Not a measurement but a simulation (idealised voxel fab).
process module | voxel released beams
cross-section cut | 200 nm wide | cells 5 nm
A cross-section is a grid of square cells, given in bands from the top down. A band is one or more rows of cells.
Each band's line starts with the height of the band's top and of its bottom, in nm. Then come its materials from left to right, each with its width in nm. One material with "throughout" fills the band from edge to edge. "air" is empty space.
Height 0 is the level under which the wafer as received is all one material. The lowest band goes on downwards, as in "0 down".
A width such as "30 to 40" changes by the same amount from each row of cells to the next, from the band's top row to its bottom row.
"no change" after a step means that no cell of the cross-section changed.
closed voids: empty space of 8 cells or more with no open way to the top, each as width x height at its distance from the left edge, in nm
after a step's settings: what the simulator itself notes on the step
overlay nm, on a step with a mask: how far to the right of its planned place the mask lay; to the left if negative
plan
1 op RECEIVE | material Si
2 op CONFORMAL_DEP | material SiN | thk nm 5
3 op DIRECTIONAL_DEP | material SiO2 | thk nm 15
4 op DIRECTIONAL_DEP | material aC | thk nm 15
5 op PATTERN | tone open | mask id ANCHOR | material resist | width nm 45 | thk nm 30 | overlay nm -15
6 op DIRECTIONAL_ETCH | etch materials aC | depth nm 15
7 op STRIP | etch materials resist
8 op DIRECTIONAL_ETCH | etch materials SiO2 | depth nm 15
9 op STRIP | etch materials aC
10 op CONFORMAL_DEP | material W | thk nm 15
11 op PATTERN | tone cover | mask id BEAM | material resist | width nm 90 | thk nm 20 | overlay nm 0
12 op DIRECTIONAL_ETCH | etch materials W | depth nm 15
13 op STRIP | etch materials resist
14 op STRIP | etch materials SiO2
varied across the wafers: overlay nm of step 5. The plan shows the first wafer's value. All wafers start alike
first wafer as received, after step 1
  0 down: Si throughout
  closed voids: none
each wafer at the end: cells of each material gained (+) or lost (-) since it was received, then its closed voids
overlay nm -15 | +40 SiN | +72 W | closed voids: none
overlay nm -10 | +40 SiN | +72 W | closed voids: none
overlay nm -5 | +40 SiN | +72 W | closed voids: none
overlay nm 0 | +40 SiN | +72 W | closed voids: none
overlay nm 5 | +40 SiN | +72 W | closed voids: none
overlay nm 10 | +40 SiN | +72 W | closed voids: none
overlay nm 15 | +40 SiN | +72 W | closed voids: none
